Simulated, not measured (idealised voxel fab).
The name of this process module is voxel trench capacitor.
This is section cut - it's 140 nm across, gridded in 5 nm square cells.
Cross-section spec: square-cell grid; bands listed top down; each band is one or more rows. It is stipulated that each band's entry specify, in nanometres, the height of the top of the band and then that of its bottom, followed by the materials of the band in left-to-right sequence, each together with its width in nanometres. A single material marked by the word "all across" is understood to fill the band from edge to edge; the word "empty" is understood to denote empty space. All heights in this document are referenced to 0, defined as the level beneath which the wafer, as received, consists entirely of one material. The lowest band is not bounded below; it extends indefinitely downward and is written in the form "0 and below". A two-number width, for instance "30 to 40", indicates that the width is equal to the first number in the top row of the band and to the second number in the bottom row, and that it changes by a constant amount per row of cells. "no modification" means the step left every cell of the cross-section as it was. "Encapsulated voids" - sealed voids, min. 8 cells, no opening to top; format: width x height at distance (distance from left edge; nm throughout). Heads up: the bit after the settings on a step's line is the simulator's remark on that step. "overlay nm" on a masked step: distance the mask lay right of its planned place, negative for left.
THE PROCESS STEPS THAT WERE PLANNED ARE LISTED BELOW
1. op RECEIVE | material Si
2. op CONFORMAL_DEP | material SiN | thk nm 10
3. op DIRECTIONAL_DEP | material aC | thk nm 10
4. op PATTERN | tone open | mask id TRENCH | material resist | width nm 15 | pitch nm 35 | thk nm 25 | overlay nm 0
5. op DIRECTIONAL_ETCH | etch materials aC | depth nm 10
6. op STRIP | etch materials resist
7. op DIRECTIONAL_ETCH | etch materials SiN | depth nm 10
8. op DIRECTIONAL_ETCH | etch materials Si | depth nm 25
9. op STRIP | etch materials aC
10. op CONFORMAL_DEP | material SiO2 | thk nm 5
11. op FILL_DEP | material polySi | thk nm 10
12. op CMP | height nm 10
STEP 1 COMPLETE: CROSS-SECTION OF THE WAFER AS RECEIVED
  0 and below  Si all across
  Encapsulated voids: none
WAFER CROSS-SECTION AT MODULE END: FIRST OF TWO, RUN TO PLAN
  10 down to 0  25 SiN  5 SiO2  5 polySi  5 SiO2  20 SiN  5 SiO2  5 polySi  5 SiO2  20 SiN  5 SiO2  5 polySi  5 SiO2  30 SiN
  0 down to -20  25 Si  5 SiO2  5 polySi  5 SiO2  20 Si  5 SiO2  5 polySi  5 SiO2  20 Si  5 SiO2  5 polySi  5 SiO2  30 Si
  -20 down to -25  25 Si  15 SiO2  20 Si  15 SiO2  20 Si  15 SiO2  30 Si
  -25 and below  Si all across
  Encapsulated voids: none
END OF MODULE, SECOND WAFER, CROSS-SECTION. STARTED LIKE THE FIRST, PLANNED LIKE THE FIRST, RUN WITH ONE MISTAKE
  10 down to 0  20 polySi  5 SiO2  15 SiN  5 SiO2  10 polySi  5 SiO2  15 SiN  5 SiO2  10 polySi  5 SiO2  15 SiN  5 SiO2  25 polySi
  0 down to -20  20 polySi  5 SiO2  15 Si  5 SiO2  10 polySi  5 SiO2  15 Si  5 SiO2  10 polySi  5 SiO2  15 Si  5 SiO2  25 polySi
  -20 down to -25  25 SiO2  15 Si  20 SiO2  15 Si  20 SiO2  15 Si  30 SiO2
  -25 and below  Si all across
  Encapsulated voids: none
What went wrong in running the wafer? note that step 4 departed from the planned setting and was carried out as op PATTERN | tone cover | mask id TRENCH | material resist | width nm 15 | pitch nm 35 | thk nm 25 | overlay nm 0
The closing comparison, in cells, has the second wafer with more or fewer of some materials than the first: Si -50; SiN -20; SiO2 +10; polySi +60
